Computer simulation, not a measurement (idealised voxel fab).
Process module heading - voxel transistor to metal
Section cut is 295 nm wide and gridded with 5 nm square cells.
If you're reading a cross-section in this doc, picture square cells in a grid; it comes to you as bands, top ones listed first down to the bottom, and a band can be one or more rows of cells.
Band: top and bottom heights (nm) first, top before bottom; then materials from left to right, widths in nm. "all across" marks a sole material filling the band edge to edge. "blank" denotes empty space.
Height datum 0, below which the as-received substrate wafer is one material. Lowest band open at the bottom, running downward: "top 0, no bottom".
With a width like "30->40", each row of cells in the band differs from the next by the same amount, the top row carrying the first number and the bottom row the second.
Reading "no modifications" for a step: not a cell of the cross-section changed in it.
Look at "Fully closed voids" for the closed voids: empty spaces with no open path to the top, sized 8 cells or up. Each is width x height at distance, distance from the left edge, all nm.
Where a step's line continues beyond its settings, the continuation is a remark by the simulator itself on that step.
Each step line may optionally specify "overlay nm", which for a step with a mask gives the rightward distance between the mask's planned place and where it lay, a negative value indicating the leftward direction.

## The following list gives the planned process steps
1) RECEIVE (material Si)
2) OXIDIZE (depth nm 5)
3) CONFORMAL_DEP (material SiN; thk nm 15)
4) DIRECTIONAL_DEP (material aC; thk nm 10)
5) PATTERN (tone cover; mask id ACTIVE; material resist; width nm 95; pitch nm 125; thk nm 30; overlay nm 0)
6) DIRECTIONAL_ETCH (etch materials aC; depth nm 10)
7) STRIP (etch materials resist)
8) DIRECTIONAL_ETCH (etch materials SiN; depth nm 15)
9) DIRECTIONAL_ETCH (etch materials SiO2; depth nm 5)
10) DIRECTIONAL_ETCH (etch materials Si; depth nm 30)
11) STRIP (etch materials aC)
12) OXIDIZE (depth nm 5)
13) FILL_DEP (material SiO2; thk nm 10)
14) CMP (height nm 15)
15) SELECTIVE_ETCH (etch materials SiO2; depth nm 10)
16) STRIP (etch materials SiN)
17) SELECTIVE_ETCH (etch materials SiO2; depth nm 5)
18) OXIDIZE (depth nm 5)
19) DIRECTIONAL_DEP (material polySi; thk nm 20)
20) DIRECTIONAL_DEP (material SiCN; thk nm 10)
21) PATTERN (tone cover; mask id GATE; material resist; width nm 15; pitch nm 125; thk nm 15; overlay nm 0)
22) DIRECTIONAL_ETCH (etch materials SiCN; depth nm 20)
23) DIRECTIONAL_ETCH (etch materials polySi; depth nm 30)
24) STRIP (etch materials resist)
25) CONFORMAL_DEP (material SiN; thk nm 5)
26) DIRECTIONAL_ETCH (etch materials SiN; depth nm 5)
27) DIRECTIONAL_ETCH (etch materials SiO2; depth nm 5)
28) DIRECTIONAL_ETCH (etch materials Si; depth nm 10)
29) EPI (material SiGe; thk nm 15)
30) FILL_DEP (material SiO2; thk nm 5)
31) CMP (height nm 25)
32) DIRECTIONAL_DEP (material SiO2; thk nm 15)
33) MASKED_ETCH (tone open; mask id CONTACT; width nm 25; etch materials SiO2; depth nm 45; overlay nm 0)
34) CONFORMAL_DEP (material TiN; thk nm 5)
35) FILL_DEP (material Ru; thk nm 5)
36) CMP (height nm 40)
37) DIRECTIONAL_DEP (material TiN; thk nm 5)
38) DIRECTIONAL_DEP (material Ru; thk nm 15)
39) MASKED_ETCH (tone cover; mask id METAL_1; width nm 15; etch materials Ru; depth nm 15; overlay nm 0)
40) MASKED_ETCH (tone cover; mask id METAL_1; width nm 15; etch materials TiN; depth nm 5; overlay nm 0)
41) CONFORMAL_DEP (material SiCN; thk nm 5)
42) FILL_DEP (material lowk; thk nm 10)
43) CMP (height nm 60)
44) CONFORMAL_DEP (material SiN; thk nm 5)

## First wafer of two (run as planned)

## As-received state of the wafer in cross-section, equivalent to post-step 1
    top 0, no bottom | Si all across
    Fully closed voids: none

## Wafer section view after processing step 2
    top 0, bottom -5 | SiO2 all across
    At heights below -5, the structure remains unaltered.

## Wafer section view after processing step 3
    top 15, bottom 0 | SiN all across
    At heights below 0, the structure remains unaltered.

## Wafer section view after processing step 4
    top 25, bottom 15 | aC all across
    At heights below 15, the structure remains unaltered.

## Wafer section view after processing step 5
    top 55, bottom 25 | blank=35; resist=95; blank=30; resist=95; blank=40
    At heights below 25, the structure remains unaltered.

## Wafer section view after processing step 6
    top 45, bottom 25 | blank=35; resist=95; blank=30; resist=95; blank=40
    top 25, bottom 15 | blank=35; aC=95; blank=30; aC=95; blank=40
    At heights below 15, the structure remains unaltered.

## Wafer section view after processing step 7
    top 25, bottom 15 | blank=35; aC=95; blank=30; aC=95; blank=40
    At heights below 15, the structure remains unaltered.

## Wafer section view after processing step 8
    top 25, bottom 15 | blank=35; aC=95; blank=30; aC=95; blank=40
    top 15, bottom 0 | blank=35; SiN=95; blank=30; SiN=95; blank=40
    At heights below 0, the structure remains unaltered.

## Wafer section view after processing step 9
    top 25, bottom 15 | blank=35; aC=95; blank=30; aC=95; blank=40
    top 15, bottom 0 | blank=35; SiN=95; blank=30; SiN=95; blank=40
    top 0, bottom -5 | blank=35; SiO2=95; blank=30; SiO2=95; blank=40
    At heights below -5, the structure remains unaltered.

## Wafer section view after processing step 10
    top 25, bottom 15 | blank=35; aC=95; blank=30; aC=95; blank=40
    top 15, bottom 0 | blank=35; SiN=95; blank=30; SiN=95; blank=40
    top 0, bottom -5 | blank=35; SiO2=95; blank=30; SiO2=95; blank=40
    top -5, bottom -35 | blank=35; Si=95; blank=30; Si=95; blank=40
    At heights below -35, the structure remains unaltered.

## Wafer section view after processing step 11
    top 15, bottom 0 | blank=35; SiN=95; blank=30; SiN=95; blank=40
    At heights below 0, the structure remains unaltered.

## Wafer section view after processing step 12
    top 15, bottom 0 | blank=35; SiN=95; blank=30; SiN=95; blank=40
    top 0, bottom -5 | blank=35; SiO2=95; blank=30; SiO2=95; blank=40
    top -5, bottom -35 | blank=35; SiO2=5; Si=85; SiO2=5; blank=30; SiO2=5; Si=85; SiO2=5; blank=40
    top -35, bottom -40 | SiO2=40; Si=85; SiO2=40; Si=85; SiO2=45
    At heights below -40, the structure remains unaltered.

## Wafer section view after processing step 13
    top 25, bottom 15 | SiO2 all across
    top 15, bottom 0 | SiO2=35; SiN=95; SiO2=30; SiN=95; SiO2=40
    top 0, bottom -5 | SiO2 all across
    top -5, bottom -40 | SiO2=40; Si=85; SiO2=40; Si=85; SiO2=45
    At heights below -40, the structure remains unaltered.

## Wafer section view after processing step 14
    top 15, bottom 0 | SiO2=35; SiN=95; SiO2=30; SiN=95; SiO2=40
    At heights below 0, the structure remains unaltered.

## Wafer section view after processing step 15
    top 15, bottom 5 | blank=35; SiN=95; blank=30; SiN=95; blank=40
    At heights below 5, the structure remains unaltered.

## Wafer section view after processing step 16
    top 5, bottom 0 | SiO2=35; blank=95; SiO2=30; blank=95; SiO2=40
    At heights below 0, the structure remains unaltered.

## Wafer section view after processing step 17
    top 0, bottom -5 | SiO2=30; blank=105; SiO2=20; blank=105; SiO2=35
    At heights below -5, the structure remains unaltered.

## Wafer section view after processing step 18
    top 0, bottom -5 | SiO2=30; blank=105; SiO2=20; blank=105; SiO2=35
    top -5, bottom -10 | SiO2 all across
    At heights below -10, the structure remains unaltered.

## Wafer section view after processing step 19
    top 20, bottom 15 | polySi=30; blank=105; polySi=20; blank=105; polySi=35
    top 15, bottom 0 | polySi all across
    top 0, bottom -5 | SiO2=30; polySi=105; SiO2=20; polySi=105; SiO2=35
    At heights below -5, the structure remains unaltered.

## Wafer section view after processing step 20
    top 30, bottom 25 | SiCN=30; blank=105; SiCN=20; blank=105; SiCN=35
    top 25, bottom 20 | SiCN all across
    top 20, bottom 15 | polySi=30; SiCN=105; polySi=20; SiCN=105; polySi=35
    At heights below 15, the structure remains unaltered.

## Wafer section view after processing step 21
    top 45, bottom 30 | blank=75; resist=15; blank=110; resist=15; blank=80
    top 30, bottom 25 | SiCN=30; blank=45; resist=15; blank=45; SiCN=20; blank=45; resist=15; blank=45; SiCN=35
    At heights below 25, the structure remains unaltered.

## Wafer section view after processing step 22
    top 45, bottom 25 | blank=75; resist=15; blank=110; resist=15; blank=80
    top 25, bottom 20 | blank=75; SiCN=15; blank=110; SiCN=15; blank=80
    top 20, bottom 15 | polySi=30; blank=45; SiCN=15; blank=45; polySi=20; blank=45; SiCN=15; blank=45; polySi=35
    At heights below 15, the structure remains unaltered.

## Wafer section view after processing step 23
    top 45, bottom 25 | blank=75; resist=15; blank=110; resist=15; blank=80
    top 25, bottom 15 | blank=75; SiCN=15; blank=110; SiCN=15; blank=80
    top 15, bottom 0 | blank=75; polySi=15; blank=110; polySi=15; blank=80
    top 0, bottom -5 | SiO2=30; blank=45; polySi=15; blank=45; SiO2=20; blank=45; polySi=15; blank=45; SiO2=35
    At heights below -5, the structure remains unaltered.

## Wafer section view after processing step 24
    top 25, bottom 15 | blank=75; SiCN=15; blank=110; SiCN=15; blank=80
    At heights below 15, the structure remains unaltered.

## Wafer section view after processing step 25
    top 30, bottom 25 | blank=70; SiN=25; blank=100; SiN=25; blank=75
    top 25, bottom 15 | blank=70; SiN=5; SiCN=15; SiN=5; blank=100; SiN=5; SiCN=15; SiN=5; blank=75
    top 15, bottom 5 | blank=70; SiN=5; polySi=15; SiN=5; blank=100; SiN=5; polySi=15; SiN=5; blank=75
    top 5, bottom 0 | SiN=35; blank=35; SiN=5; polySi=15; SiN=5; blank=35; SiN=30; blank=35; SiN=5; polySi=15; SiN=5; blank=35; SiN=40
    top 0, bottom -5 | SiO2=30; SiN=45; polySi=15; SiN=45; SiO2=20; SiN=45; polySi=15; SiN=45; SiO2=35
    At heights below -5, the structure remains unaltered.

## Wafer section view after processing step 26
    top 25, bottom 15 | blank=70; SiN=5; SiCN=15; SiN=5; blank=100; SiN=5; SiCN=15; SiN=5; blank=75
    top 15, bottom 0 | blank=70; SiN=5; polySi=15; SiN=5; blank=100; SiN=5; polySi=15; SiN=5; blank=75
    top 0, bottom -5 | SiO2=30; SiN=5; blank=35; SiN=5; polySi=15; SiN=5; blank=35; SiN=5; SiO2=20; SiN=5; blank=35; SiN=5; polySi=15; SiN=5; blank=35; SiN=5; SiO2=35
    At heights below -5, the structure remains unaltered.

## Wafer section view after processing step 27
    top 25, bottom 15 | blank=70; SiN=5; SiCN=15; SiN=5; blank=100; SiN=5; SiCN=15; SiN=5; blank=75
    top 15, bottom 0 | blank=70; SiN=5; polySi=15; SiN=5; blank=100; SiN=5; polySi=15; SiN=5; blank=75
    top 0, bottom -5 | blank=30; SiN=5; blank=35; SiN=5; polySi=15; SiN=5; blank=35; SiN=5; blank=20; SiN=5; blank=35; SiN=5; polySi=15; SiN=5; blank=35; SiN=5; blank=35
    top -5, bottom -10 | SiO2=35; blank=35; SiO2=25; blank=35; SiO2=30; blank=35; SiO2=25; blank=35; SiO2=40
    At heights below -10, the structure remains unaltered.

## Wafer section view after processing step 28
    top 25, bottom 15 | blank=70; SiN=5; SiCN=15; SiN=5; blank=100; SiN=5; SiCN=15; SiN=5; blank=75
    top 15, bottom 0 | blank=70; SiN=5; polySi=15; SiN=5; blank=100; SiN=5; polySi=15; SiN=5; blank=75
    top 0, bottom -5 | blank=30; SiN=5; blank=35; SiN=5; polySi=15; SiN=5; blank=35; SiN=5; blank=20; SiN=5; blank=35; SiN=5; polySi=15; SiN=5; blank=35; SiN=5; blank=35
    top -5, bottom -10 | SiO2=35; blank=35; SiO2=25; blank=35; SiO2=30; blank=35; SiO2=25; blank=35; SiO2=40
    top -10, bottom -20 | SiO2=40; blank=30; Si=25; blank=30; SiO2=40; blank=30; Si=25; blank=30; SiO2=45
    At heights below -20, the structure remains unaltered.

## Wafer section view after processing step 29
    top 25, bottom 15 | blank=70; SiN=5; SiCN=15; SiN=5; blank=100; SiN=5; SiCN=15; SiN=5; blank=75
    top 15, bottom 5 | blank=70; SiN=5; polySi=15; SiN=5; blank=100; SiN=5; polySi=15; SiN=5; blank=75
    top 5, bottom 0 | blank=55; SiGe=15; SiN=5; polySi=15; SiN=5; SiGe=15; blank=70; SiGe=15; SiN=5; polySi=15; SiN=5; SiGe=15; blank=60
    top 0, bottom -5 | blank=30; SiN=5; blank=20; SiGe=15; SiN=5; polySi=15; SiN=5; SiGe=15; blank=20; SiN=5; blank=20; SiN=5; blank=20; SiGe=15; SiN=5; polySi=15; SiN=5; SiGe=15; blank=20; SiN=5; blank=35
    top -5, bottom -10 | SiO2=35; SiGe=35; SiO2=25; SiGe=35; SiO2=30; SiGe=35; SiO2=25; SiGe=35; SiO2=40
    top -10, bottom -20 | SiO2=40; SiGe=30; Si=25; SiGe=30; SiO2=40; SiGe=30; Si=25; SiGe=30; SiO2=45
    At heights below -20, the structure remains unaltered.

## Wafer section view after processing step 30
    top 30, bottom 25 | SiO2 all across
    top 25, bottom 15 | SiO2=70; SiN=5; SiCN=15; SiN=5; SiO2=100; SiN=5; SiCN=15; SiN=5; SiO2=75
    top 15, bottom 5 | SiO2=70; SiN=5; polySi=15; SiN=5; SiO2=100; SiN=5; polySi=15; SiN=5; SiO2=75
    top 5, bottom 0 | SiO2=55; SiGe=15; SiN=5; polySi=15; SiN=5; SiGe=15; SiO2=70; SiGe=15; SiN=5; polySi=15; SiN=5; SiGe=15; SiO2=60
    top 0, bottom -5 | SiO2=30; SiN=5; SiO2=20; SiGe=15; SiN=5; polySi=15; SiN=5; SiGe=15; SiO2=20; SiN=5; SiO2=20; SiN=5; SiO2=20; SiGe=15; SiN=5; polySi=15; SiN=5; SiGe=15; SiO2=20; SiN=5; SiO2=35
    At heights below -5, the structure remains unaltered.

## Wafer section view after processing step 31
    top 25, bottom 15 | SiO2=70; SiN=5; SiCN=15; SiN=5; SiO2=100; SiN=5; SiCN=15; SiN=5; SiO2=75
    At heights below 15, the structure remains unaltered.

## Wafer section view after processing step 32
    top 40, bottom 25 | SiO2 all across
    At heights below 25, the structure remains unaltered.

## Wafer section view after processing step 33
    top 40, bottom 25 | SiO2=45; blank=25; SiO2=25; blank=25; SiO2=50; blank=25; SiO2=25; blank=25; SiO2=50
    top 25, bottom 15 | SiO2=45; blank=25; SiN=5; SiCN=15; SiN=5; blank=25; SiO2=50; blank=25; SiN=5; SiCN=15; SiN=5; blank=25; SiO2=50
    top 15, bottom 5 | SiO2=45; blank=25; SiN=5; polySi=15; SiN=5; blank=25; SiO2=50; blank=25; SiN=5; polySi=15; SiN=5; blank=25; SiO2=50
    top 5, bottom 0 | SiO2=45; blank=10; SiGe=15; SiN=5; polySi=15; SiN=5; SiGe=15; blank=10; SiO2=50; blank=10; SiGe=15; SiN=5; polySi=15; SiN=5; SiGe=15; blank=10; SiO2=50
    top 0, bottom -5 | SiO2=30; SiN=5; SiO2=10; blank=10; SiGe=15; SiN=5; polySi=15; SiN=5; SiGe=15; blank=10; SiO2=10; SiN=5; SiO2=20; SiN=5; SiO2=10; blank=10; SiGe=15; SiN=5; polySi=15; SiN=5; SiGe=15; blank=10; SiO2=10; SiN=5; SiO2=35
    At heights below -5, the structure remains unaltered.

## Wafer section view after processing step 34
    top 45, bottom 40 | TiN=50; blank=15; TiN=35; blank=15; TiN=60; blank=15; TiN=35; blank=15; TiN=55
    top 40, bottom 25 | SiO2=45; TiN=5; blank=15; TiN=5; SiO2=25; TiN=5; blank=15; TiN=5; SiO2=50; TiN=5; blank=15; TiN=5; SiO2=25; TiN=5; blank=15; TiN=5; SiO2=50
    top 25, bottom 15 | SiO2=45; TiN=5; blank=15; TiN=5; SiN=5; SiCN=15; SiN=5; TiN=5; blank=15; TiN=5; SiO2=50; TiN=5; blank=15; TiN=5; SiN=5; SiCN=15; SiN=5; TiN=5; blank=15; TiN=5; SiO2=50
    top 15, bottom 10 | SiO2=45; TiN=5; blank=15; TiN=5; SiN=5; polySi=15; SiN=5; TiN=5; blank=15; TiN=5; SiO2=50; TiN=5; blank=15; TiN=5; SiN=5; polySi=15; SiN=5; TiN=5; blank=15; TiN=5; SiO2=50
    top 10, bottom 5 | SiO2=45; TiN=25; SiN=5; polySi=15; SiN=5; TiN=25; SiO2=50; TiN=25; SiN=5; polySi=15; SiN=5; TiN=25; SiO2=50
    top 5, bottom 0 | SiO2=45; TiN=10; SiGe=15; SiN=5; polySi=15; SiN=5; SiGe=15; TiN=10; SiO2=50; TiN=10; SiGe=15; SiN=5; polySi=15; SiN=5; SiGe=15; TiN=10; SiO2=50
    top 0, bottom -5 | SiO2=30; SiN=5; SiO2=10; TiN=10; SiGe=15; SiN=5; polySi=15; SiN=5; SiGe=15; TiN=10; SiO2=10; SiN=5; SiO2=20; SiN=5; SiO2=10; TiN=10; SiGe=15; SiN=5; polySi=15; SiN=5; SiGe=15; TiN=10; SiO2=10; SiN=5; SiO2=35
    At heights below -5, the structure remains unaltered.

## Wafer section view after processing step 35
    top 50, bottom 45 | Ru all across
    top 45, bottom 40 | TiN=50; Ru=15; TiN=35; Ru=15; TiN=60; Ru=15; TiN=35; Ru=15; TiN=55
    top 40, bottom 25 | SiO2=45; TiN=5; Ru=15; TiN=5; SiO2=25; TiN=5; Ru=15; TiN=5; SiO2=50; TiN=5; Ru=15; TiN=5; SiO2=25; TiN=5; Ru=15; TiN=5; SiO2=50
    top 25, bottom 15 | SiO2=45; TiN=5; Ru=15; TiN=5; SiN=5; SiCN=15; SiN=5; TiN=5; Ru=15; TiN=5; SiO2=50; TiN=5; Ru=15; TiN=5; SiN=5; SiCN=15; SiN=5; TiN=5; Ru=15; TiN=5; SiO2=50
    top 15, bottom 10 | SiO2=45; TiN=5; Ru=15; TiN=5; SiN=5; polySi=15; SiN=5; TiN=5; Ru=15; TiN=5; SiO2=50; TiN=5; Ru=15; TiN=5; SiN=5; polySi=15; SiN=5; TiN=5; Ru=15; TiN=5; SiO2=50
    At heights below 10, the structure remains unaltered.

## Wafer section view after processing step 36
    top 40, bottom 25 | SiO2=45; TiN=5; Ru=15; TiN=5; SiO2=25; TiN=5; Ru=15; TiN=5; SiO2=50; TiN=5; Ru=15; TiN=5; SiO2=25; TiN=5; Ru=15; TiN=5; SiO2=50
    At heights below 25, the structure remains unaltered.

## Wafer section view after processing step 37
    top 45, bottom 40 | TiN all across
    At heights below 40, the structure remains unaltered.

## Wafer section view after processing step 38
    top 60, bottom 45 | Ru all across
    At heights below 45, the structure remains unaltered.

## Wafer section view after processing step 39
    top 60, bottom 45 | blank=45; Ru=15; blank=45; Ru=15; blank=50; Ru=15; blank=45; Ru=15; blank=50
    At heights below 45, the structure remains unaltered.

## Wafer section view after processing step 40
    top 60, bottom 45 | blank=45; Ru=15; blank=45; Ru=15; blank=50; Ru=15; blank=45; Ru=15; blank=50
    top 45, bottom 40 | blank=45; TiN=15; blank=45; TiN=15; blank=50; TiN=15; blank=45; TiN=15; blank=50
    At heights below 40, the structure remains unaltered.

## Wafer section view after processing step 41
    top 65, bottom 60 | blank=40; SiCN=25; blank=35; SiCN=25; blank=40; SiCN=25; blank=35; SiCN=25; blank=45
    top 60, bottom 45 | blank=40; SiCN=5; Ru=15; SiCN=5; blank=35; SiCN=5; Ru=15; SiCN=5; blank=40; SiCN=5; Ru=15; SiCN=5; blank=35; SiCN=5; Ru=15; SiCN=5; blank=45
    top 45, bottom 40 | SiCN=45; TiN=15; SiCN=45; TiN=15; SiCN=50; TiN=15; SiCN=45; TiN=15; SiCN=50
    At heights below 40, the structure remains unaltered.

## Wafer section view after processing step 42
    top 75, bottom 65 | lowk all across
    top 65, bottom 60 | lowk=40; SiCN=25; lowk=35; SiCN=25; lowk=40; SiCN=25; lowk=35; SiCN=25; lowk=45
    top 60, bottom 45 | lowk=40; SiCN=5; Ru=15; SiCN=5; lowk=35; SiCN=5; Ru=15; SiCN=5; lowk=40; SiCN=5; Ru=15; SiCN=5; lowk=35; SiCN=5; Ru=15; SiCN=5; lowk=45
    At heights below 45, the structure remains unaltered.

## Wafer section view after processing step 43
    top 60, bottom 45 | lowk=40; SiCN=5; Ru=15; SiCN=5; lowk=35; SiCN=5; Ru=15; SiCN=5; lowk=40; SiCN=5; Ru=15; SiCN=5; lowk=35; SiCN=5; Ru=15; SiCN=5; lowk=45
    At heights below 45, the structure remains unaltered.

## Wafer section view after processing step 44
    top 65, bottom 60 | SiN all across
    At heights below 60, the structure remains unaltered.

## Wafer two. Same start, same plan, one slip in execution. Same as wafer one through step 42, inclusive

when step 43 should have ended: no modifications

## when step 44 should have ended
    top 80, bottom 75 | SiN all across
    At heights below 75, the structure remains unaltered.
What went wrong in running the wafer? plan step 43: skipped, not run
Count the cells at the end and the second wafer has more or fewer of some materials than the first: SiCN +20 | lowk +157
